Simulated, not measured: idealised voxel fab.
Process module in this document: voxel released beams
Square cell edge 5 nm, section width 295 nm, ID cut.
In what follows, cross-sections appear as grids of square cells, described through bands that run from the top down, where every band is one or more rows of cells. Band: top and bottom heights (nm) first, top before bottom; then materials from left to right, widths in nm. "all across" marks a sole material filling the band edge to edge. "blank" denotes empty space. All heights in this document are referenced to 0, defined as the level beneath which the wafer, as received, consists entirely of one material. The lowest band is not bounded below; it extends indefinitely downward and is written in the form "0 -> down". So if you see something like "30..40" for the width, read it as the top row of the band sitting at the first number and the bottom row at the second, with every row in between moving by the same amount as the last. "nothing was modified" -> step changed no cross-section cell. In "Trapped cavities" the enclosed voids are listed, meaning empty spaces of 8 cells or larger without any opening to the top. The form is width x height at distance, distance from the left edge, units nm. Note: text after step settings on the step line = simulator remark on that step. overlay nm: on a step with a mask, how far right of its planned place the mask lay; negative means left.

Process steps (planned):
step 1: RECEIVE,material Si
step 2: CONFORMAL_DEP,material Al2O3,thk nm 5
step 3: DIRECTIONAL_DEP,material SiO2,thk nm 10
step 4: MASKED_ETCH,tone open,mask id ANCHOR,width nm 35,etch materials SiO2,depth nm 10,overlay nm 0
step 5: CONFORMAL_DEP,material W,thk nm 10
step 6: MASKED_ETCH,tone cover,mask id BEAM,width nm 105,etch materials W,depth nm 10,overlay nm 0
step 7: STRIP,etch materials SiO2

First wafer of two (run as planned):

Step 1 complete: cross-section of the wafer as received:
0 -> down | Si all across
Trapped cavities: none

You're looking at a cross-section of the wafer after step 2:
5 -> 0 | Al2O3 all across
For the remainder of the cross-section, below 0, there is no change.

You're looking at a cross-section of the wafer after step 3:
15 -> 5 | SiO2 all across
For the remainder of the cross-section, below 5, there is no change.

You're looking at a cross-section of the wafer after step 4:
15 -> 5 | 95 nm SiO2, 35 nm blank, 165 nm SiO2
For the remainder of the cross-section, below 5, there is no change.

You're looking at a cross-section of the wafer after step 5:
25 -> 15 | 105 nm W, 15 nm blank, 175 nm W
15 -> 5 | 95 nm SiO2, 35 nm W, 165 nm SiO2
For the remainder of the cross-section, below 5, there is no change.

You're looking at a cross-section of the wafer after step 6:
25 -> 15 | 90 nm blank, 15 nm W, 15 nm blank, 75 nm W, 100 nm blank
For the remainder of the cross-section, below 15, there is no change.

You're looking at a cross-section of the wafer after step 7:
25 -> 15 | 90 nm blank, 15 nm W, 15 nm blank, 75 nm W, 100 nm blank
15 -> 5 | 95 nm blank, 35 nm W, 165 nm blank
For the remainder of the cross-section, below 5, there is no change.

Second wafer, same starting state and plan as the first, one mistake in the run, identical through step 5:

The second wafer cut through, at the time step 6 was supposed to be finished:
25 -> 15 | 95 nm blank, 10 nm W, 15 nm blank, 80 nm W, 95 nm blank
For the remainder of the cross-section, below 15, there is no change.

The second wafer cut through, at the time step 7 was supposed to be finished:
25 -> 15 | 95 nm blank, 10 nm W, 15 nm blank, 80 nm W, 95 nm blank
15 -> 5 | 95 nm blank, 35 nm W, 165 nm blank
For the remainder of the cross-section, below 5, there is no change.
In executing the process, a mistake was made relative to the plan: planned and actual differ for step 6; actual: MASKED_ETCH,tone cover,mask id BEAM,width nm 105,etch materials W,depth nm 10,overlay nm 5
Matching per-material cell counts, mismatched positions: that is how the second wafer compares with the first at the end.
